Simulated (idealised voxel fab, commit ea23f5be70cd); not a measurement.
process module | voxel self aligned vias
cross-section cut | 220 nm wide | cells 5 nm
A cross-section is a grid of square cells, given in bands from the top down. A band is one or more rows of cells.
Each band's line starts with the height of the band's top and of its bottom, in nm. Then come its materials from left to right, each with its width in nm. One material with "throughout" fills the band from edge to edge. "air" is empty space.
Height 0 is the level under which the wafer as received is all one material. The lowest band goes on downwards, as in "0 down".
A width such as "30 to 40" changes by the same amount from each row of cells to the next, from the band's top row to its bottom row.
"no change" after a step means that no cell of the cross-section changed.
closed voids: empty space of 8 cells or more with no open way to the top, each as width x height at its distance from the left edge, in nm
after a step's settings: what the simulator itself notes on the step
overlay nm, on a step with a mask: how far to the right of its planned place the mask lay; to the left if negative
plan
1 op RECEIVE | material Si
2 op CONFORMAL_DEP | material SiO2 | thk nm 15
3 op CONFORMAL_DEP | material SiCN | thk nm 5
4 op DIRECTIONAL_DEP | material lowk | thk nm 20
5 op DIRECTIONAL_DEP | material aC | thk nm 10
6 op PATTERN | tone open | mask id LINES | material resist | width nm 20 | pitch nm 50 | thk nm 25 | overlay nm 0
7 op DIRECTIONAL_ETCH | etch materials aC | depth nm 10
8 op STRIP | etch materials resist
9 op DIRECTIONAL_ETCH | etch materials lowk | depth nm 20
10 op STRIP | etch materials aC
11 op CONFORMAL_DEP | material TiN | thk nm 5
12 op FILL_DEP | material W | thk nm 10
13 op CMP | height nm 40
14 op SELECTIVE_ETCH | etch materials W Ru TiN | depth nm 10
15 op FILL_DEP | material SiN | thk nm 5
16 op CMP | height nm 40
17 op DIRECTIONAL_DEP | material lowk | thk nm 15
18 op PATTERN | tone open | mask id VIAS | material resist | width nm 30 | pitch nm 50 | thk nm 15 | overlay nm 0
19 op DIRECTIONAL_ETCH | etch materials lowk | depth nm 15
20 op DIRECTIONAL_ETCH | etch materials SiN | depth nm 10
21 op STRIP | etch materials resist
22 op CONFORMAL_DEP | material TiN | thk nm 5
23 op FILL_DEP | material W | thk nm 10
24 op CMP | height nm 55
25 op CONFORMAL_DEP | material SiCN | thk nm 5
first wafer, as planned
as received, after step 1
  0 down: Si throughout
  closed voids: none
after step 2
  15 to 0: SiO2 throughout
  below 0: unchanged
after step 3
  20 to 15: SiCN throughout
  below 15: unchanged
after step 4
  40 to 20: lowk throughout
  below 20: unchanged
after step 5
  50 to 40: aC throughout
  below 40: unchanged
after step 6
  75 to 50: resist 50 | air 20 | resist 30 | air 20 | resist 30 | air 20 | resist 50
  below 50: unchanged
after step 7
  65 to 50: resist 50 | air 20 | resist 30 | air 20 | resist 30 | air 20 | resist 50
  50 to 40: aC 50 | air 20 | aC 30 | air 20 | aC 30 | air 20 | aC 50
  below 40: unchanged
after step 8
  50 to 40: aC 50 | air 20 | aC 30 | air 20 | aC 30 | air 20 | aC 50
  below 40: unchanged
after step 9
  50 to 40: aC 50 | air 20 | aC 30 | air 20 | aC 30 | air 20 | aC 50
  40 to 20: lowk 50 | air 20 | lowk 30 | air 20 | lowk 30 | air 20 | lowk 50
  below 20: unchanged
after step 10
  40 to 20: lowk 50 | air 20 | lowk 30 | air 20 | lowk 30 | air 20 | lowk 50
  below 20: unchanged
after step 11
  45 to 40: TiN 55 | air 10 | TiN 40 | air 10 | TiN 40 | air 10 | TiN 55
  40 to 25: lowk 50 | TiN 5 | air 10 | TiN 5 | lowk 30 | TiN 5 | air 10 | TiN 5 | lowk 30 | TiN 5 | air 10 | TiN 5 | lowk 50
  25 to 20: lowk 50 | TiN 20 | lowk 30 | TiN 20 | lowk 30 | TiN 20 | lowk 50
  below 20: unchanged
after step 12
  55 to 45: W throughout
  45 to 40: TiN 55 | W 10 | TiN 40 | W 10 | TiN 40 | W 10 | TiN 55
  40 to 25: lowk 50 | TiN 5 | W 10 | TiN 5 | lowk 30 | TiN 5 | W 10 | TiN 5 | lowk 30 | TiN 5 | W 10 | TiN 5 | lowk 50
  below 25: unchanged
after step 13
  40 to 25: lowk 50 | TiN 5 | W 10 | TiN 5 | lowk 30 | TiN 5 | W 10 | TiN 5 | lowk 30 | TiN 5 | W 10 | TiN 5 | lowk 50
  below 25: unchanged
after step 14
  40 to 30: lowk 50 | air 20 | lowk 30 | air 20 | lowk 30 | air 20 | lowk 50
  below 30: unchanged
after step 15
  45 to 40: SiN throughout
  40 to 30: lowk 50 | SiN 20 | lowk 30 | SiN 20 | lowk 30 | SiN 20 | lowk 50
  below 30: unchanged
after step 16
  40 to 30: lowk 50 | SiN 20 | lowk 30 | SiN 20 | lowk 30 | SiN 20 | lowk 50
  below 30: unchanged
after step 17
  55 to 40: lowk throughout
  below 40: unchanged
after step 18
  70 to 55: resist 45 | air 30 | resist 20 | air 30 | resist 20 | air 30 | resist 45
  below 55: unchanged
after step 19
  70 to 55: resist 45 | air 30 | resist 20 | air 30 | resist 20 | air 30 | resist 45
  55 to 40: lowk 45 | air 30 | lowk 20 | air 30 | lowk 20 | air 30 | lowk 45
  below 40: unchanged
after step 20
  70 to 55: resist 45 | air 30 | resist 20 | air 30 | resist 20 | air 30 | resist 45
  55 to 40: lowk 45 | air 30 | lowk 20 | air 30 | lowk 20 | air 30 | lowk 45
  40 to 30: lowk 50 | air 20 | lowk 30 | air 20 | lowk 30 | air 20 | lowk 50
  below 30: unchanged
after step 21
  55 to 40: lowk 45 | air 30 | lowk 20 | air 30 | lowk 20 | air 30 | lowk 45
  below 40: unchanged
after step 22
  60 to 55: TiN 50 | air 20 | TiN 30 | air 20 | TiN 30 | air 20 | TiN 50
  55 to 45: lowk 45 | TiN 5 | air 20 | TiN 5 | lowk 20 | TiN 5 | air 20 | TiN 5 | lowk 20 | TiN 5 | air 20 | TiN 5 | lowk 45
  45 to 35: lowk 45 to 50 | TiN 10 to 5 | air 10 | TiN 10 to 5 | lowk 20 to 30 | TiN 10 to 5 | air 10 | TiN 10 to 5 | lowk 20 to 30 | TiN 10 to 5 | air 10 | TiN 10 to 5 | lowk 45 to 50
  35 to 30: lowk 50 | TiN 20 | lowk 30 | TiN 20 | lowk 30 | TiN 20 | lowk 50
  below 30: unchanged
after step 23
  70 to 60: W throughout
  60 to 55: TiN 50 | W 20 | TiN 30 | W 20 | TiN 30 | W 20 | TiN 50
  55 to 45: lowk 45 | TiN 5 | W 20 | TiN 5 | lowk 20 | TiN 5 | W 20 | TiN 5 | lowk 20 | TiN 5 | W 20 | TiN 5 | lowk 45
  45 to 35: lowk 45 to 50 | TiN 10 to 5 | W 10 | TiN 10 to 5 | lowk 20 to 30 | TiN 10 to 5 | W 10 | TiN 10 to 5 | lowk 20 to 30 | TiN 10 to 5 | W 10 | TiN 10 to 5 | lowk 45 to 50
  below 35: unchanged
after step 24
  55 to 45: lowk 45 | TiN 5 | W 20 | TiN 5 | lowk 20 | TiN 5 | W 20 | TiN 5 | lowk 20 | TiN 5 | W 20 | TiN 5 | lowk 45
  below 45: unchanged
after step 25
  60 to 55: SiCN throughout
  below 55: unchanged
second wafer: like start, like plan, one mistake. Through step 5 it matches the first wafer
when step 6 should have ended
  75 to 50: air 50 | resist 20 | air 30 | resist 20 | air 30 | resist 20 | air 50
  below 50: unchanged
when step 7 should have ended
  65 to 50: air 50 | resist 20 | air 30 | resist 20 | air 30 | resist 20 | air 50
  50 to 40: air 50 | aC 20 | air 30 | aC 20 | air 30 | aC 20 | air 50
  below 40: unchanged
when step 8 should have ended
  50 to 40: air 50 | aC 20 | air 30 | aC 20 | air 30 | aC 20 | air 50
  below 40: unchanged
when step 9 should have ended
  50 to 40: air 50 | aC 20 | air 30 | aC 20 | air 30 | aC 20 | air 50
  40 to 20: air 50 | lowk 20 | air 30 | lowk 20 | air 30 | lowk 20 | air 50
  below 20: unchanged
when step 10 should have ended
  40 to 20: air 50 | lowk 20 | air 30 | lowk 20 | air 30 | lowk 20 | air 50
  below 20: unchanged
when step 11 should have ended
  45 to 40: air 45 | TiN 30 | air 20 | TiN 30 | air 20 | TiN 30 | air 45
  40 to 25: air 45 | TiN 5 | lowk 20 | TiN 5 | air 20 | TiN 5 | lowk 20 | TiN 5 | air 20 | TiN 5 | lowk 20 | TiN 5 | air 45
  25 to 20: TiN 50 | lowk 20 | TiN 30 | lowk 20 | TiN 30 | lowk 20 | TiN 50
  below 20: unchanged
when step 12 should have ended
  55 to 45: W throughout
  45 to 40: W 45 | TiN 30 | W 20 | TiN 30 | W 20 | TiN 30 | W 45
  40 to 25: W 45 | TiN 5 | lowk 20 | TiN 5 | W 20 | TiN 5 | lowk 20 | TiN 5 | W 20 | TiN 5 | lowk 20 | TiN 5 | W 45
  below 25: unchanged
when step 13 should have ended
  40 to 25: W 45 | TiN 5 | lowk 20 | TiN 5 | W 20 | TiN 5 | lowk 20 | TiN 5 | W 20 | TiN 5 | lowk 20 | TiN 5 | W 45
  below 25: unchanged
when step 14 should have ended
  40 to 30: air 50 | lowk 20 | air 30 | lowk 20 | air 30 | lowk 20 | air 50
  below 30: unchanged
when step 15 should have ended
  45 to 40: SiN throughout
  40 to 30: SiN 50 | lowk 20 | SiN 30 | lowk 20 | SiN 30 | lowk 20 | SiN 50
  below 30: unchanged
when step 16 should have ended
  40 to 30: SiN 50 | lowk 20 | SiN 30 | lowk 20 | SiN 30 | lowk 20 | SiN 50
  below 30: unchanged
when step 17 should have ended
  55 to 40: lowk throughout
  below 40: unchanged
when step 18 should have ended
  70 to 55: resist 45 | air 30 | resist 20 | air 30 | resist 20 | air 30 | resist 45
  below 55: unchanged
when step 19 should have ended
  70 to 55: resist 45 | air 30 | resist 20 | air 30 | resist 20 | air 30 | resist 45
  55 to 40: lowk 45 | air 30 | lowk 20 | air 30 | lowk 20 | air 30 | lowk 45
  below 40: unchanged
when step 20 should have ended
  70 to 55: resist 45 | air 30 | resist 20 | air 30 | resist 20 | air 30 | resist 45
  55 to 40: lowk 45 | air 30 | lowk 20 | air 30 | lowk 20 | air 30 | lowk 45
  40 to 30: SiN 45 | air 5 | lowk 20 | air 5 | SiN 20 | air 5 | lowk 20 | air 5 | SiN 20 | air 5 | lowk 20 | air 5 | SiN 45
  below 30: unchanged
when step 21 should have ended
  55 to 40: lowk 45 | air 30 | lowk 20 | air 30 | lowk 20 | air 30 | lowk 45
  below 40: unchanged
when step 22 should have ended
  60 to 55: TiN 50 | air 20 | TiN 30 | air 20 | TiN 30 | air 20 | TiN 50
  55 to 45: lowk 45 | TiN 5 | air 20 | TiN 5 | lowk 20 | TiN 5 | air 20 | TiN 5 | lowk 20 | TiN 5 | air 20 | TiN 5 | lowk 45
  45 to 40: lowk 45 | TiN 30 | lowk 20 | TiN 30 | lowk 20 | TiN 30 | lowk 45
  40 to 30: SiN 45 | TiN 5 | lowk 20 | TiN 5 | SiN 20 | TiN 5 | lowk 20 | TiN 5 | SiN 20 | TiN 5 | lowk 20 | TiN 5 | SiN 45
  below 30: unchanged
when step 23 should have ended
  70 to 60: W throughout
  60 to 55: TiN 50 | W 20 | TiN 30 | W 20 | TiN 30 | W 20 | TiN 50
  55 to 45: lowk 45 | TiN 5 | W 20 | TiN 5 | lowk 20 | TiN 5 | W 20 | TiN 5 | lowk 20 | TiN 5 | W 20 | TiN 5 | lowk 45
  below 45: unchanged
when step 24 should have ended
  55 to 45: lowk 45 | TiN 5 | W 20 | TiN 5 | lowk 20 | TiN 5 | W 20 | TiN 5 | lowk 20 | TiN 5 | W 20 | TiN 5 | lowk 45
  below 45: unchanged
when step 25 should have ended
  60 to 55: SiCN throughout
  below 55: unchanged
what went wrong: step 6 ran as: op PATTERN | tone cover | mask id LINES | material resist | width nm 20 | pitch nm 50 | thk nm 25 | overlay nm 0
at the end the second wafer has, in cells: 52 more of SiN | 20 more of TiN | 8 more of W | 80 fewer of lowk
